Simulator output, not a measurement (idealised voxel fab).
process module | voxel trench capacitor
cross-section cut | 245 nm wide | cells 5 nm
A cross-section is a grid of square cells, given in bands from the top down. A band is one or more rows of cells.
Each band's line starts with the height of the band's top and of its bottom, in nm. Then come its materials from left to right, each with its width in nm. One material with "throughout" fills the band from edge to edge. "air" is empty space.
Height 0 is the level under which the wafer as received is all one material. The lowest band goes on downwards, as in "0 down".
A width such as "30 to 40" changes by the same amount from each row of cells to the next, from the band's top row to its bottom row.
"no change" after a step means that no cell of the cross-section changed.
closed voids: empty space of 8 cells or more with no open way to the top, each as width x height at its distance from the left edge, in nm
after a step's settings: what the simulator itself notes on the step
overlay nm, on a step with a mask: how far to the right of its planned place the mask lay; to the left if negative
plan
1 op RECEIVE | material Si
2 op CONFORMAL_DEP | material SiN | thk nm 10
3 op MASKED_ETCH | tone open | mask id TRENCH | width nm 15 | pitch nm 30 | etch materials SiN | depth nm 10 | overlay nm 0
4 op MASKED_ETCH | tone open | mask id TRENCH | width nm 15 | pitch nm 30 | etch materials Si | depth nm 30 | overlay nm 0
5 op CONFORMAL_DEP | material Al2O3 | thk nm 5
6 op FILL_DEP | material polySi | thk nm 5
7 op CMP | height nm 10
as received, after step 1
  0 down: Si throughout
  closed voids: none
first wafer at the end, as planned
  10 to 0: SiN 70 | Al2O3 5 | polySi 5 | Al2O3 5 | SiN 15 | Al2O3 5 | polySi 5 | Al2O3 5 | SiN 15 | Al2O3 5 | polySi 5 | Al2O3 5 | SiN 15 | Al2O3 5 | polySi 5 | Al2O3 5 | SiN 70
  0 to -25: Si 70 | Al2O3 5 | polySi 5 | Al2O3 5 | Si 15 | Al2O3 5 | polySi 5 | Al2O3 5 | Si 15 | Al2O3 5 | polySi 5 | Al2O3 5 | Si 15 | Al2O3 5 | polySi 5 | Al2O3 5 | Si 70
  -25 to -30: Si 70 | Al2O3 15 | Si 15 | Al2O3 15 | Si 15 | Al2O3 15 | Si 15 | Al2O3 15 | Si 70
  -30 down: Si throughout
  closed voids: none
second wafer at the end: like start, like plan, one mistake
  10 to 0: SiN 75 | polySi 5 | SiN 25 | polySi 5 | SiN 25 | polySi 5 | SiN 25 | polySi 5 | SiN 75
  0 to -25: Si 70 | SiN 5 | polySi 5 | SiN 5 | Si 15 | SiN 5 | polySi 5 | SiN 5 | Si 15 | SiN 5 | polySi 5 | SiN 5 | Si 15 | SiN 5 | polySi 5 | SiN 5 | Si 70
  -25 to -30: Si 70 | SiN 15 | Si 15 | SiN 15 | Si 15 | SiN 15 | Si 15 | SiN 15 | Si 70
  -30 down: Si throughout
  closed voids: none
what went wrong: step 5 ran as: op CONFORMAL_DEP | material SiN | thk nm 5
at the end the second wafer has, in cells: 68 fewer of Al2O3 | 68 more of SiN
